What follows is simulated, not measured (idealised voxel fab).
process module | voxel local oxidation
cross-section cut | 190 nm wide | cells 5 nm
A cross-section is a grid of square cells, given in bands from the top down. A band is one or more rows of cells.
Each band's line starts with the height of the band's top and of its bottom, in nm. Then come its materials from left to right, each with its width in nm. One material with "throughout" fills the band from edge to edge. "air" is empty space.
Height 0 is the level under which the wafer as received is all one material. The lowest band goes on downwards, as in "0 down".
A width such as "30 to 40" changes by the same amount from each row of cells to the next, from the band's top row to its bottom row.
"no change" after a step means that no cell of the cross-section changed.
closed voids: empty space of 8 cells or more with no open way to the top, each as width x height at its distance from the left edge, in nm
after a step's settings: what the simulator itself notes on the step
overlay nm, on a step with a mask: how far to the right of its planned place the mask lay; to the left if negative
plan
1 op RECEIVE | material Si
2 op OXIDIZE | depth nm 5
3 op CONFORMAL_DEP | material SiN | thk nm 15
4 op MASKED_ETCH | tone cover | mask id ACTIVE | width nm 90 | etch materials SiN | depth nm 15 | overlay nm 0
5 op SELECTIVE_ETCH | etch materials SiO2 | depth nm 5
6 op OXIDIZE | depth nm 10
7 op STRIP | etch materials SiN
first wafer, as planned
as received, after step 1
  0 down: Si throughout
  closed voids: none
after step 2
  0 to -5: SiO2 throughout
  below -5: unchanged
after step 3
  15 to 0: SiN throughout
  below 0: unchanged
after step 4
  15 to 0: air 50 | SiN 90 | air 50
  below 0: unchanged
after step 5
  15 to 0: air 50 | SiN 90 | air 50
  0 to -5: air 55 | SiO2 80 | air 55
  below -5: unchanged
after step 6
  15 to 0: air 50 | SiN 90 | air 50
  0 to -5: air 55 | SiO2 80 | air 55
  -5 to -15: SiO2 65 | Si 60 | SiO2 65
  below -15: unchanged
after step 7
  0 to -5: air 55 | SiO2 80 | air 55
  below -5: unchanged
second wafer: like start, like plan, one mistake. Through step 6 it matches the first wafer
when step 7 should have ended
  -5 to -15: air 65 | Si 60 | air 65
  below -15: unchanged
what went wrong: step 7 ran as: op STRIP | etch materials SiO2
at the end the second wafer has, in cells: 68 fewer of SiO2
